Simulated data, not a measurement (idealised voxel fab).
Documented hereafter: the process module known as voxel wiring stack.
Displayed cross-section: cut, width of 275 nm, square cells sized 5 nm.
Cross-section = grid of square cells, listed top down in bands; band = one or more rows. It is stipulated that each band's entry specify, in nanometres, the height of the top of the band and then that of its bottom, followed by the materials of the band in left-to-right sequence, each together with its width in nanometres. A single material marked by the word "all across" is understood to fill the band from edge to edge; the word "blank" is understood to denote empty space. Heights are reckoned from 0. Under this level, the received wafer is all of one material. The bottommost band is open-ended downward, for example "0 nm and below". Note: "30 to 40" means the width goes from the first number (top row of the band) to the second number (bottom row) in equal steps per row of cells. "everything unchanged" (step): cross-section cells unchanged, all of them. "Enclosed cavities": sealed empty spaces, 8 cells or more, no open way to top, listed width x height at distance, with distance from the left edge and width, height and distance in nm. Anything after a step's settings on that line? It's the simulator's own note about the step. For masked steps, "overlay nm" on the step line gives how far right of plan the mask actually lay; a minus sign means it lay to the left.
Steps planned for the process
1) RECEIVE | material Si
2) CONFORMAL_DEP | material SiO2 | thk nm 10
3) CONFORMAL_DEP | material SiN | thk nm 5
4) DIRECTIONAL_DEP | material SiO2 | thk nm 15
5) DIRECTIONAL_DEP | material aC | thk nm 10
6) PATTERN | tone open | mask id METAL_1 | material resist | width nm 20 | pitch nm 40 | thk nm 25 | overlay nm 0
7) DIRECTIONAL_ETCH | etch materials aC | depth nm 10
8) STRIP | etch materials resist
9) DIRECTIONAL_ETCH | etch materials SiO2 | depth nm 15
10) DIRECTIONAL_ETCH | etch materials SiN | depth nm 5
11) STRIP | etch materials aC
12) CONFORMAL_DEP | material TiN | thk nm 5
13) FILL_DEP | material Cu | thk nm 5
14) CMP | height nm 30
15) CONFORMAL_DEP | material SiCN | thk nm 5
16) DIRECTIONAL_DEP | material SiO2 | thk nm 20
17) MASKED_ETCH | tone open | mask id PLUG_1 | width nm 15 | pitch nm 40 | etch materials SiO2 | depth nm 20 | overlay nm 0
18) MASKED_ETCH | tone open | mask id PLUG_1 | width nm 15 | pitch nm 40 | etch materials SiCN | depth nm 5 | overlay nm 0
19) EPI | material Ru | thk nm 10
20) EPI | material Ru | thk nm 10
21) EPI | material Ru | thk nm 5
22) CONFORMAL_DEP | material SiN | thk nm 5
23) DIRECTIONAL_DEP | material SiO2 | thk nm 20
24) DIRECTIONAL_DEP | material aC | thk nm 10
25) PATTERN | tone open | mask id METAL_2 | material resist | width nm 20 | pitch nm 40 | thk nm 25 | overlay nm 0
26) DIRECTIONAL_ETCH | etch materials aC | depth nm 10
27) STRIP | etch materials resist
28) DIRECTIONAL_ETCH | etch materials SiO2 | depth nm 20
29) DIRECTIONAL_ETCH | etch materials SiN | depth nm 5
30) STRIP | etch materials aC
31) CONFORMAL_DEP | material TiN | thk nm 5
32) FILL_DEP | material Ru | thk nm 10
33) CMP | height nm 80
34) CONFORMAL_DEP | material SiCN | thk nm 5
35) DIRECTIONAL_DEP | material lowk | thk nm 20
36) DIRECTIONAL_DEP | material aC | thk nm 15
37) PATTERN | tone open | mask id PLUG_2 | material resist | width nm 15 | pitch nm 40 | thk nm 30 | overlay nm 0
38) DIRECTIONAL_ETCH | etch materials aC | depth nm 15
39) STRIP | etch materials resist
40) DIRECTIONAL_ETCH | etch materials lowk | depth nm 20
41) DIRECTIONAL_ETCH | etch materials SiCN | depth nm 5
42) STRIP | etch materials aC
43) CONFORMAL_DEP | material TiN | thk nm 5
44) FILL_DEP | material W | thk nm 10
45) CMP | height nm 105
46) DIRECTIONAL_DEP | material TiN | thk nm 5
47) DIRECTIONAL_DEP | material W | thk nm 15
48) MASKED_ETCH | tone cover | mask id METAL_3 | width nm 20 | pitch nm 40 | etch materials W | depth nm 15 | overlay nm 0
49) MASKED_ETCH | tone cover | mask id METAL_3 | width nm 20 | pitch nm 40 | etch materials TiN | depth nm 5 | overlay nm 0
50) FILL_DEP | material lowk | thk nm 5
51) CMP | height nm 125
52) CONFORMAL_DEP | material SiCN | thk nm 5
Incoming wafer in cross-section (state: after step 1)
    0 nm and below  Si all across
    Enclosed cavities: none
End-of-module XS, first of two wafers, run as planned
    130 nm to 125 nm  SiCN all across
    125 nm to 110 nm  lowk 65 nm  W 20 nm  lowk 20 nm  W 20 nm  lowk 20 nm  W 20 nm  lowk 20 nm  W 20 nm  lowk 70 nm
    110 nm to 105 nm  lowk 65 nm  TiN 20 nm  lowk 20 nm  TiN 20 nm  lowk 20 nm  TiN 20 nm  lowk 20 nm  TiN 20 nm  lowk 70 nm
    105 nm to 85 nm  lowk 65 nm  TiN 5 nm  W 5 nm  TiN 5 nm  lowk 25 nm  TiN 5 nm  W 5 nm  TiN 5 nm  lowk 25 nm  TiN 5 nm  W 5 nm  TiN 5 nm  lowk 25 nm  TiN 5 nm  W 5 nm  TiN 5 nm  lowk 75 nm
    85 nm to 80 nm  SiCN 65 nm  TiN 15 nm  SiCN 25 nm  TiN 15 nm  SiCN 25 nm  TiN 15 nm  SiCN 25 nm  TiN 15 nm  SiCN 75 nm
    80 nm to 60 nm  SiO2 65 nm  TiN 5 nm  Ru 10 nm  TiN 5 nm  SiO2 20 nm  TiN 5 nm  Ru 10 nm  TiN 5 nm  SiO2 20 nm  TiN 5 nm  Ru 10 nm  TiN 5 nm  SiO2 20 nm  TiN 5 nm  Ru 10 nm  TiN 5 nm  SiO2 70 nm
    60 nm to 55 nm  SiN 65 nm  TiN 20 nm  SiN 20 nm  TiN 20 nm  SiN 20 nm  TiN 20 nm  SiN 20 nm  TiN 20 nm  SiN 70 nm
    55 nm to 35 nm  SiO2 65 nm  Ru 15 nm  SiO2 25 nm  Ru 15 nm  SiO2 25 nm  Ru 15 nm  SiO2 25 nm  Ru 15 nm  SiO2 75 nm
    35 nm to 30 nm  SiCN 65 nm  Ru 15 nm  SiCN 25 nm  Ru 15 nm  SiCN 25 nm  Ru 15 nm  SiCN 25 nm  Ru 15 nm  SiCN 75 nm
    30 nm to 15 nm  SiO2 65 nm  TiN 5 nm  Cu 10 nm  TiN 5 nm  SiO2 20 nm  TiN 5 nm  Cu 10 nm  TiN 5 nm  SiO2 20 nm  TiN 5 nm  Cu 10 nm  TiN 5 nm  SiO2 20 nm  TiN 5 nm  Cu 10 nm  TiN 5 nm  SiO2 70 nm
    15 nm to 10 nm  SiN 65 nm  TiN 20 nm  SiN 20 nm  TiN 20 nm  SiN 20 nm  TiN 20 nm  SiN 20 nm  TiN 20 nm  SiN 70 nm
    10 nm to 0 nm  SiO2 all across
    0 nm and below  Si all across
    Enclosed cavities: none
Second of two wafers, module complete, sectioned: it shares the first wafer's start and plan but was run with one mistake
    130 nm to 125 nm  SiCN all across
    125 nm to 110 nm  lowk 65 nm  W 20 nm  lowk 20 nm  W 20 nm  lowk 20 nm  W 20 nm  lowk 20 nm  W 20 nm  lowk 70 nm
    110 nm to 105 nm  lowk 65 nm  TiN 20 nm  lowk 20 nm  TiN 20 nm  lowk 20 nm  TiN 20 nm  lowk 20 nm  TiN 20 nm  lowk 70 nm
    105 nm to 85 nm  lowk 65 nm  TiN 5 nm  W 5 nm  TiN 5 nm  lowk 25 nm  TiN 5 nm  W 5 nm  TiN 5 nm  lowk 25 nm  TiN 5 nm  W 5 nm  TiN 5 nm  lowk 25 nm  TiN 5 nm  W 5 nm  TiN 5 nm  lowk 75 nm
    85 nm to 80 nm  SiCN 65 nm  TiN 15 nm  SiCN 25 nm  TiN 15 nm  SiCN 25 nm  TiN 15 nm  SiCN 25 nm  TiN 15 nm  SiCN 75 nm
    80 nm to 60 nm  SiO2 65 nm  TiN 5 nm  Ru 10 nm  TiN 5 nm  SiO2 20 nm  TiN 5 nm  Ru 10 nm  TiN 5 nm  SiO2 20 nm  TiN 5 nm  Ru 10 nm  TiN 5 nm  SiO2 20 nm  TiN 5 nm  Ru 10 nm  TiN 5 nm  SiO2 70 nm
    60 nm to 55 nm  SiN 65 nm  TiN 20 nm  SiN 20 nm  TiN 20 nm  SiN 20 nm  TiN 20 nm  SiN 20 nm  TiN 20 nm  SiN 70 nm
    55 nm to 35 nm  SiO2 65 nm  Ru 15 nm  SiO2 25 nm  Ru 15 nm  SiO2 25 nm  Ru 15 nm  SiO2 25 nm  Ru 15 nm  SiO2 75 nm
    35 nm to 30 nm  SiCN 65 nm  Ru 15 nm  SiCN 25 nm  Ru 15 nm  SiCN 25 nm  Ru 15 nm  SiCN 25 nm  Ru 15 nm  SiCN 75 nm
    30 nm to 25 nm  TiN 70 nm  Cu 10 nm  TiN 30 nm  Cu 10 nm  TiN 30 nm  Cu 10 nm  TiN 30 nm  Cu 10 nm  TiN 75 nm
    25 nm to 15 nm  SiO2 65 nm  TiN 5 nm  Cu 10 nm  TiN 5 nm  SiO2 20 nm  TiN 5 nm  Cu 10 nm  TiN 5 nm  SiO2 20 nm  TiN 5 nm  Cu 10 nm  TiN 5 nm  SiO2 20 nm  TiN 5 nm  Cu 10 nm  TiN 5 nm  SiO2 70 nm
    15 nm to 10 nm  SiO2 65 nm  TiN 20 nm  SiO2 20 nm  TiN 20 nm  SiO2 20 nm  TiN 20 nm  SiO2 20 nm  TiN 20 nm  SiO2 70 nm
    10 nm to 0 nm  SiO2 all across
    0 nm and below  Si all across
    Enclosed cavities: none
Deviation noted in wafer processing: step 3 was left out
Count the cells at the end and the second wafer has more or fewer of some materials than the first: 39 fewer of SiN; 39 more of TiN
